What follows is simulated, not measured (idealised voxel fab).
This is a process module. Its name is voxel air gaps.
Square cells of 5 nm make up the cross-section cut, whose width is 295 nm.
Think of the cross-section as a grid of square cells. We describe it in bands, top to bottom, and each band covers one or more rows of those cells. The band entry comprises the height of the band's top followed by the height of its bottom, expressed in nm, and subsequently the band's materials from left to right, each stated together with its width in nm. Where a single material is marked with the word "edge to edge", that material fills the band from edge to edge. The word "air" represents empty space. Measure heights from 0. That's the level where, below it, the as-received wafer is all one material. The lowest band is bottomless and extends downward; write it as in "0..down". Note: "30->40" means the width goes from the first number (top row of the band) to the second number (bottom row) in equal steps per row of cells. You'll sometimes find "no change occurred" written for a step, and that's the way of saying that nowhere in the cross-section did a cell change during that step. What "Closed voids list" gives you is every empty space of 8 cells or more that is cut off from the top. Each appears as width x height at distance, with the distance taken from the left edge and width, height and distance all in nm. What comes after the settings on a step's line is commentary from the simulator itself on that step. When a step includes a mask, the "overlay nm" setting on its line states how far to the right of its planned place that mask lay, and negative values state how far to the left.
The following list gives the planned process steps:
- 1: RECEIVE, material Si
- 2: CONFORMAL_DEP, material SiO2, thk nm 15
- 3: CONFORMAL_DEP, material SiN, thk nm 5
- 4: DIRECTIONAL_DEP, material lowk, thk nm 35
- 5: MASKED_ETCH, tone open, mask id LINES, width nm 20, pitch nm 50, etch materials lowk, depth nm 35, overlay nm 0
- 6: CONFORMAL_DEP, material TiN, thk nm 5
- 7: FILL_DEP, material Cu, thk nm 5
- 8: CMP, height nm 55
- 9: EPI, material Ru, thk nm 10
- 10: SELECTIVE_ETCH, etch materials lowk, depth nm 45
- 11: CONFORMAL_DEP, material SiN, thk nm 5
The first of two wafers, run as planned:
Wafer as received: cross-section following step 1:
* 0..down = Si edge to edge
* Closed voids list: none
Upon completion of step 2, the wafer appears in cross-section as shown:
* 15..0 = SiO2 edge to edge
* below 0: unchanged
Upon completion of step 3, the wafer appears in cross-section as shown:
* 20..15 = SiN edge to edge
* below 15: unchanged
Upon completion of step 4, the wafer appears in cross-section as shown:
* 55..20 = lowk edge to edge
* below 20: unchanged
Upon completion of step 5, the wafer appears in cross-section as shown:
* 55..20 = lowk (85); air (20); lowk (30); air (20); lowk (30); air (20); lowk (90)
* below 20: unchanged
Upon completion of step 6, the wafer appears in cross-section as shown:
* 60..55 = TiN (90); air (10); TiN (40); air (10); TiN (40); air (10); TiN (95)
* 55..25 = lowk (85); TiN (5); air (10); TiN (5); lowk (30); TiN (5); air (10); TiN (5); lowk (30); TiN (5); air (10); TiN (5); lowk (90)
* 25..20 = lowk (85); TiN (20); lowk (30); TiN (20); lowk (30); TiN (20); lowk (90)
* below 20: unchanged
Upon completion of step 7, the wafer appears in cross-section as shown:
* 65..60 = Cu edge to edge
* 60..55 = TiN (90); Cu (10); TiN (40); Cu (10); TiN (40); Cu (10); TiN (95)
* 55..25 = lowk (85); TiN (5); Cu (10); TiN (5); lowk (30); TiN (5); Cu (10); TiN (5); lowk (30); TiN (5); Cu (10); TiN (5); lowk (90)
* below 25: unchanged
Upon completion of step 8, the wafer appears in cross-section as shown:
* 55..25 = lowk (85); TiN (5); Cu (10); TiN (5); lowk (30); TiN (5); Cu (10); TiN (5); lowk (30); TiN (5); Cu (10); TiN (5); lowk (90)
* below 25: unchanged
Upon completion of step 9, the wafer appears in cross-section as shown:
* 65..55 = air (75); Ru (40); air (10); Ru (40); air (10); Ru (40); air (80)
* below 55: unchanged
Upon completion of step 10, the wafer appears in cross-section as shown:
* 65..55 = air (75); Ru (40); air (10); Ru (40); air (10); Ru (40); air (80)
* 55..25 = air (85); TiN (5); Cu (10); TiN (5); air (30); TiN (5); Cu (10); TiN (5); air (30); TiN (5); Cu (10); TiN (5); air (90)
* 25..20 = air (85); TiN (20); air (30); TiN (20); air (30); TiN (20); air (90)
* below 20: unchanged
Upon completion of step 11, the wafer appears in cross-section as shown:
* 70..65 = air (70); SiN (150); air (75)
* 65..55 = air (70); SiN (5); Ru (40); SiN (10); Ru (40); SiN (10); Ru (40); SiN (5); air (75)
* 55..50 = air (70); SiN (15); TiN (5); Cu (10); TiN (5); SiN (30); TiN (5); Cu (10); TiN (5); SiN (30); TiN (5); Cu (10); TiN (5); SiN (15); air (75)
* 50..25 = air (80); SiN (5); TiN (5); Cu (10); TiN (5); SiN (5); air (20); SiN (5); TiN (5); Cu (10); TiN (5); SiN (5); air (20); SiN (5); TiN (5); Cu (10); TiN (5); SiN (5); air (85)
* 25..20 = SiN (85); TiN (20); SiN (30); TiN (20); SiN (30); TiN (20); SiN (90)
* below 20: unchanged
* Closed voids list: 20 x 25 at 110; 20 x 25 at 160
What follows concerns the second wafer, which started out like the first and was meant to follow the very same plan; one mistake crept in when it was run, but everything up to and including step 2 is the same as for the first wafer:
Here is the second wafer in cross-section at the point where step 3 of the plan should have been done:
* 50..15 = lowk edge to edge
* below 15: unchanged
Here is the second wafer in cross-section at the point where step 4 of the plan should have been done:
* 55..50 = SiN edge to edge
* below 50: unchanged
Here is the second wafer in cross-section at the point where step 5 of the plan should have been done: no change occurred
Here is the second wafer in cross-section at the point where step 6 of the plan should have been done:
* 60..55 = TiN edge to edge
* below 55: unchanged
Here is the second wafer in cross-section at the point where step 7 of the plan should have been done:
* 65..60 = Cu edge to edge
* below 60: unchanged
Here is the second wafer in cross-section at the point where step 8 of the plan should have been done:
* 55..50 = SiN edge to edge
* below 50: unchanged
Here is the second wafer in cross-section at the point where step 9 of the plan should have been done: no change occurred
Here is the second wafer in cross-section at the point where step 10 of the plan should have been done: no change occurred
Here is the second wafer in cross-section at the point where step 11 of the plan should have been done:
* 60..50 = SiN edge to edge
* below 50: unchanged
Deviation from plan: deviation from plan: step 4 and step 3 executed in one another's positions
at the end the second wafer has, in cells: Cu: 36 fewer, Ru: 48 fewer, SiN: 78 fewer, TiN: 48 fewer, lowk: 413 more
Final observation: first wafer, 2 closed voids; second wafer, 0 closed voids.
